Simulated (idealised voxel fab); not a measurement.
The process module presented herein is designated voxel trench capacitor.
This is section cut - it's 265 nm across, gridded in 5 nm square cells.
Throughout this document, each cross-section is represented as a grid of square cells and is presented as a sequence of bands enumerated from the top downward, where a band comprises one or more rows of cells. Heads up on the band format: heights come first, top then bottom, in nm. After that it's the materials left to right, each with its width in nm. A single material flagged "everywhere" fills the whole band edge to edge, and "blank" means there's empty space there. Ref level 0: as-received wafer is one material below here. Bottom band extends down with no lower bound ("0 and below"). Quick explanation for "30->40": the width changes in equal steps down the rows of cells, from the first number in the band's top row to the second number in its bottom row. No cell of the cross-section changed in a step that is given as "nothing got changed". Entry "Voids, fully enclosed". Content: empty spaces with no open connection to the top, size 8 cells or greater. Each: width x height at distance. Distance: from left edge. Unit: nm. It should be noted that, on the line of a given step, the content following the step's settings is a remark produced by the simulator itself with respect to that step. overlay nm: how far to the right of its planned place the mask lay on this masked step (negative: to the left).

## The planned process steps are enumerated hereunder
1,op RECEIVE | material Si
2,op CONFORMAL_DEP | material SiN | thk nm 10
3,op DIRECTIONAL_DEP | material aC | thk nm 15
4,op PATTERN | tone open | mask id TRENCH | material resist | width nm 20 | pitch nm 45 | thk nm 35 | overlay nm 0
5,op DIRECTIONAL_ETCH | etch materials aC | depth nm 15
6,op STRIP | etch materials resist
7,op DIRECTIONAL_ETCH | etch materials SiN | depth nm 10
8,op DIRECTIONAL_ETCH | etch materials Si | depth nm 40
9,op STRIP | etch materials aC
10,op CONFORMAL_DEP | material Al2O3 | thk nm 5
11,op FILL_DEP | material polySi | thk nm 5
12,op CMP | height nm 10

## The first of the two wafers, which ran as planned

## Incoming wafer in cross-section (state: after step 1)
- 0 and below: Si everywhere
- Voids, fully enclosed: none

## After step 2, in cross-section
- 10 down to 0: SiN everywhere
- Below 0 it's all the same as before, nothing changed down there.

## After step 3, in cross-section
- 25 down to 10: aC everywhere
- Below 10 it's all the same as before, nothing changed down there.

## After step 4, in cross-section
- 60 down to 25: resist 75 nm, blank 20 nm, resist 25 nm, blank 20 nm, resist 25 nm, blank 20 nm, resist 80 nm
- Below 25 it's all the same as before, nothing changed down there.

## After step 5, in cross-section
- 45 down to 25: resist 75 nm, blank 20 nm, resist 25 nm, blank 20 nm, resist 25 nm, blank 20 nm, resist 80 nm
- 25 down to 10: aC 75 nm, blank 20 nm, aC 25 nm, blank 20 nm, aC 25 nm, blank 20 nm, aC 80 nm
- Below 10 it's all the same as before, nothing changed down there.

## After step 6, in cross-section
- 25 down to 10: aC 75 nm, blank 20 nm, aC 25 nm, blank 20 nm, aC 25 nm, blank 20 nm, aC 80 nm
- Below 10 it's all the same as before, nothing changed down there.

## After step 7, in cross-section
- 25 down to 10: aC 75 nm, blank 20 nm, aC 25 nm, blank 20 nm, aC 25 nm, blank 20 nm, aC 80 nm
- 10 down to 0: SiN 75 nm, blank 20 nm, SiN 25 nm, blank 20 nm, SiN 25 nm, blank 20 nm, SiN 80 nm
- Below 0 it's all the same as before, nothing changed down there.

## After step 8, in cross-section
- 25 down to 10: aC 75 nm, blank 20 nm, aC 25 nm, blank 20 nm, aC 25 nm, blank 20 nm, aC 80 nm
- 10 down to 0: SiN 75 nm, blank 20 nm, SiN 25 nm, blank 20 nm, SiN 25 nm, blank 20 nm, SiN 80 nm
- 0 down to -40: Si 75 nm, blank 20 nm, Si 25 nm, blank 20 nm, Si 25 nm, blank 20 nm, Si 80 nm
- Below -40 it's all the same as before, nothing changed down there.

## After step 9, in cross-section
- 10 down to 0: SiN 75 nm, blank 20 nm, SiN 25 nm, blank 20 nm, SiN 25 nm, blank 20 nm, SiN 80 nm
- Below 0 it's all the same as before, nothing changed down there.

## After step 10, in cross-section
- 15 down to 10: Al2O3 80 nm, blank 10 nm, Al2O3 35 nm, blank 10 nm, Al2O3 35 nm, blank 10 nm, Al2O3 85 nm
- 10 down to 0: SiN 75 nm, Al2O3 5 nm, blank 10 nm, Al2O3 5 nm, SiN 25 nm, Al2O3 5 nm, blank 10 nm, Al2O3 5 nm, SiN 25 nm, Al2O3 5 nm, blank 10 nm, Al2O3 5 nm, SiN 80 nm
- 0 down to -35: Si 75 nm, Al2O3 5 nm, blank 10 nm, Al2O3 5 nm, Si 25 nm, Al2O3 5 nm, blank 10 nm, Al2O3 5 nm, Si 25 nm, Al2O3 5 nm, blank 10 nm, Al2O3 5 nm, Si 80 nm
- -35 down to -40: Si 75 nm, Al2O3 20 nm, Si 25 nm, Al2O3 20 nm, Si 25 nm, Al2O3 20 nm, Si 80 nm
- Below -40 it's all the same as before, nothing changed down there.

## After step 11, in cross-section
- 20 down to 15: polySi everywhere
- 15 down to 10: Al2O3 80 nm, polySi 10 nm, Al2O3 35 nm, polySi 10 nm, Al2O3 35 nm, polySi 10 nm, Al2O3 85 nm
- 10 down to 0: SiN 75 nm, Al2O3 5 nm, polySi 10 nm, Al2O3 5 nm, SiN 25 nm, Al2O3 5 nm, polySi 10 nm, Al2O3 5 nm, SiN 25 nm, Al2O3 5 nm, polySi 10 nm, Al2O3 5 nm, SiN 80 nm
- 0 down to -35: Si 75 nm, Al2O3 5 nm, polySi 10 nm, Al2O3 5 nm, Si 25 nm, Al2O3 5 nm, polySi 10 nm, Al2O3 5 nm, Si 25 nm, Al2O3 5 nm, polySi 10 nm, Al2O3 5 nm, Si 80 nm
- Below -35 it's all the same as before, nothing changed down there.

## After step 12, in cross-section
- 10 down to 0: SiN 75 nm, Al2O3 5 nm, polySi 10 nm, Al2O3 5 nm, SiN 25 nm, Al2O3 5 nm, polySi 10 nm, Al2O3 5 nm, SiN 25 nm, Al2O3 5 nm, polySi 10 nm, Al2O3 5 nm, SiN 80 nm
- Below 0 it's all the same as before, nothing changed down there.

## Second wafer - shared start and plan with the first - one error in running - same as the first up to step 10 inclusive

## The second wafer cut through, at the time step 11 was supposed to be finished
- 20 down to 15: SiN everywhere
- 15 down to 10: Al2O3 80 nm, SiN 10 nm, Al2O3 35 nm, SiN 10 nm, Al2O3 35 nm, SiN 10 nm, Al2O3 85 nm
- 10 down to 0: SiN 75 nm, Al2O3 5 nm, SiN 10 nm, Al2O3 5 nm, SiN 25 nm, Al2O3 5 nm, SiN 10 nm, Al2O3 5 nm, SiN 25 nm, Al2O3 5 nm, SiN 10 nm, Al2O3 5 nm, SiN 80 nm
- 0 down to -35: Si 75 nm, Al2O3 5 nm, SiN 10 nm, Al2O3 5 nm, Si 25 nm, Al2O3 5 nm, SiN 10 nm, Al2O3 5 nm, Si 25 nm, Al2O3 5 nm, SiN 10 nm, Al2O3 5 nm, Si 80 nm
- Below -35 it's all the same as before, nothing changed down there.

## The second wafer cut through, at the time step 12 was supposed to be finished
- 10 down to 0: SiN 75 nm, Al2O3 5 nm, SiN 10 nm, Al2O3 5 nm, SiN 25 nm, Al2O3 5 nm, SiN 10 nm, Al2O3 5 nm, SiN 25 nm, Al2O3 5 nm, SiN 10 nm, Al2O3 5 nm, SiN 80 nm
- Below 0 it's all the same as before, nothing changed down there.
Where did the run depart from the plan? step 11 off recipe, ran as op FILL_DEP | material SiN | thk nm 5
FYI, end of process, the second wafer has more or fewer cells of some materials than the first: 54 more of SiN; 54 fewer of polySi
